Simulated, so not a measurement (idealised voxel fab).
process module | voxel trench capacitor
cross-section cut | 295 nm wide | cells 5 nm
A cross-section is a grid of square cells, given in bands from the top down. A band is one or more rows of cells.
Each band's line starts with the height of the band's top and of its bottom, in nm. Then come its materials from left to right, each with its width in nm. One material with "throughout" fills the band from edge to edge. "air" is empty space.
Height 0 is the level under which the wafer as received is all one material. The lowest band goes on downwards, as in "0 down".
A width such as "30 to 40" changes by the same amount from each row of cells to the next, from the band's top row to its bottom row.
"no change" after a step means that no cell of the cross-section changed.
closed voids: empty space of 8 cells or more with no open way to the top, each as width x height at its distance from the left edge, in nm
after a step's settings: what the simulator itself notes on the step
overlay nm, on a step with a mask: how far to the right of its planned place the mask lay; to the left if negative
plan
1 op RECEIVE | material Si
2 op CONFORMAL_DEP | material SiN | thk nm 10
3 op DIRECTIONAL_DEP | material aC | thk nm 10
4 op PATTERN | tone open | mask id TRENCH | material resist | width nm 20 | pitch nm 50 | thk nm 30 | overlay nm 0
5 op DIRECTIONAL_ETCH | etch materials aC | depth nm 10
6 op STRIP | etch materials resist
7 op DIRECTIONAL_ETCH | etch materials SiN | depth nm 10
8 op DIRECTIONAL_ETCH | etch materials Si | depth nm 35
9 op STRIP | etch materials aC
10 op CONFORMAL_DEP | material Al2O3 | thk nm 5
11 op FILL_DEP | material polySi | thk nm 5
12 op CMP | height nm 10
as received, after step 1
  0 down: Si throughout
  closed voids: none
a wafer at the end: this start, this plan, one mistake
  10 to 0: SiN 60 | Al2O3 5 | polySi 10 | Al2O3 5 | SiN 30 | Al2O3 5 | polySi 10 | Al2O3 5 | SiN 30 | Al2O3 5 | polySi 10 | Al2O3 5 | SiN 30 | Al2O3 5 | polySi 10 | Al2O3 5 | SiN 65
  0 to -65: Si 60 | Al2O3 5 | polySi 10 | Al2O3 5 | Si 30 | Al2O3 5 | polySi 10 | Al2O3 5 | Si 30 | Al2O3 5 | polySi 10 | Al2O3 5 | Si 30 | Al2O3 5 | polySi 10 | Al2O3 5 | Si 65
  -65 to -70: Si 60 | Al2O3 20 | Si 30 | Al2O3 20 | Si 30 | Al2O3 20 | Si 30 | Al2O3 20 | Si 65
  -70 down: Si throughout
  closed voids: none
what went wrong: step 8 was run twice
